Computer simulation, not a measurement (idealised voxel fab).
The process module that follows is named voxel transistor to metal.
Square cells of 5 nm make up the cross-section cut, whose width is 210 nm.
Each cross-section below is a grid of square cells, stated as bands in top-down order, with one or more rows of cells making up each band.
Band: top and bottom heights (nm) first, top before bottom; then materials from left to right, widths in nm. "full width" marks a sole material filling the band edge to edge. "air" denotes empty space.
Counting heights begins at 0, where everything beneath is, in the wafer as received, one material. The lowest band has no bottom; it goes on downwards, as "0 and below" shows.
Width "30 to 40": first value at the band's top row of cells, second value at its bottom row, equal change from row to row.
Step marked "nothing was modified"? Then no cell in the cross-section changed in it.
Entry "Unvented internal voids" = empty spaces >= 8 cells with no open way to the top; each as width x height at distance, distance from left edge, all nm.
Where a step's line continues beyond its settings, the continuation is a remark by the simulator itself on that step.
overlay nm: mask offset rightward from planned place, masked step; negative means leftward offset.
**Process steps foreseen in the plan**
step 1: op RECEIVE | material Si
step 2: op OXIDIZE | depth nm 5
step 3: op CONFORMAL_DEP | material SiN | thk nm 10
step 4: op PATTERN | tone cover | mask id ACTIVE | material resist | width nm 95 | thk nm 15 | overlay nm 0
step 5: op DIRECTIONAL_ETCH | etch materials SiN | depth nm 10
step 6: op DIRECTIONAL_ETCH | etch materials SiO2 | depth nm 5
step 7: op DIRECTIONAL_ETCH | etch materials Si | depth nm 35
step 8: op STRIP | etch materials resist
step 9: op OXIDIZE | depth nm 5
step 10: op FILL_DEP | material SiO2 | thk nm 5
step 11: op CMP | height nm 10
step 12: op SELECTIVE_ETCH | etch materials SiO2 | depth nm 10
step 13: op STRIP | etch materials SiN
step 14: op SELECTIVE_ETCH | etch materials SiO2 | depth nm 5
step 15: op OXIDIZE | depth nm 5
step 16: op DIRECTIONAL_DEP | material polySi | thk nm 25
step 17: op DIRECTIONAL_DEP | material SiCN | thk nm 10
step 18: op MASKED_ETCH | tone cover | mask id GATE | width nm 15 | etch materials SiCN | depth nm 20 | overlay nm 0
step 19: op MASKED_ETCH | tone cover | mask id GATE | width nm 15 | etch materials polySi | depth nm 35 | overlay nm 0
step 20: op CONFORMAL_DEP | material SiN | thk nm 10
step 21: op DIRECTIONAL_ETCH | etch materials SiN | depth nm 10
step 22: op DIRECTIONAL_ETCH | etch materials SiO2 | depth nm 5
step 23: op DIRECTIONAL_ETCH | etch materials Si | depth nm 10
step 24: op EPI | material nSi | thk nm 15
step 25: op FILL_DEP | material SiO2 | thk nm 5
step 26: op CMP | height nm 30
step 27: op DIRECTIONAL_DEP | material SiO2 | thk nm 15
step 28: op MASKED_ETCH | tone open | mask id CONTACT | width nm 15 | pitch nm 60 | etch materials SiO2 | depth nm 50 | overlay nm 0
step 29: op CONFORMAL_DEP | material TiN | thk nm 5
step 30: op FILL_DEP | material W | thk nm 10
step 31: op CMP | height nm 45
step 32: op DIRECTIONAL_DEP | material TiN | thk nm 5
step 33: op DIRECTIONAL_DEP | material W | thk nm 25
step 34: op PATTERN | tone cover | mask id METAL_1 | material resist | width nm 15 | pitch nm 60 | thk nm 15 | overlay nm 0
step 35: op DIRECTIONAL_ETCH | etch materials W | depth nm 25
step 36: op DIRECTIONAL_ETCH | etch materials TiN | depth nm 5
step 37: op STRIP | etch materials resist
step 38: op FILL_DEP | material lowk | thk nm 10
step 39: op CMP | height nm 75
step 40: op CONFORMAL_DEP | material SiN | thk nm 5
**Shown in cross-section is the wafer as received, that is, as it stands after step 1**
  0 and below = Si full width
  Unvented internal voids: none
**Here's the wafer cut in cross-section after the module, started and planned just like above, except one thing was done wrong in the run**
  80 down to 75 = SiN full width
  75 down to 50 = lowk: 65, then W: 15, then lowk: 45, then W: 15, then lowk: 70
  50 down to 45 = lowk: 65, then TiN: 15, then lowk: 45, then TiN: 15, then lowk: 70
  45 down to 30 = SiO2: 65, then TiN: 5, then W: 5, then TiN: 5, then SiO2: 45, then TiN: 5, then W: 5, then TiN: 5, then SiO2: 70
  30 down to 25 = SiO2: 65, then TiN: 5, then W: 5, then TiN: 5, then SiO2: 5, then SiN: 10, then SiCN: 15, then SiN: 10, then SiO2: 5, then TiN: 5, then W: 5, then TiN: 5, then SiO2: 70
  25 down to 15 = SiO2: 65, then TiN: 5, then W: 5, then TiN: 5, then SiO2: 5, then SiN: 10, then polySi: 15, then SiN: 10, then SiO2: 5, then TiN: 5, then W: 5, then TiN: 5, then SiO2: 70
  15 down to 10 = SiO2: 65, then TiN: 15, then SiO2: 5, then SiN: 10, then polySi: 15, then SiN: 10, then SiO2: 5, then TiN: 15, then SiO2: 70
  10 down to 0 = SiO2: 65, then TiN: 5, then nSi: 15, then SiN: 10, then polySi: 15, then SiN: 10, then nSi: 15, then TiN: 5, then SiO2: 70
  0 down to -5 = SiO2: 50, then SiN: 10, then nSi: 25, then SiO2: 35, then nSi: 25, then SiN: 10, then SiO2: 55
  -5 down to -15 = SiO2: 60, then nSi: 25, then Si: 35, then nSi: 25, then SiO2: 65
  -15 down to -45 = SiO2: 60, then Si: 85, then SiO2: 65
  -45 and below = Si full width
  Unvented internal voids: none
Here's what went sideways: steps 13 and 14 got flipped, so each one ran where the other should have
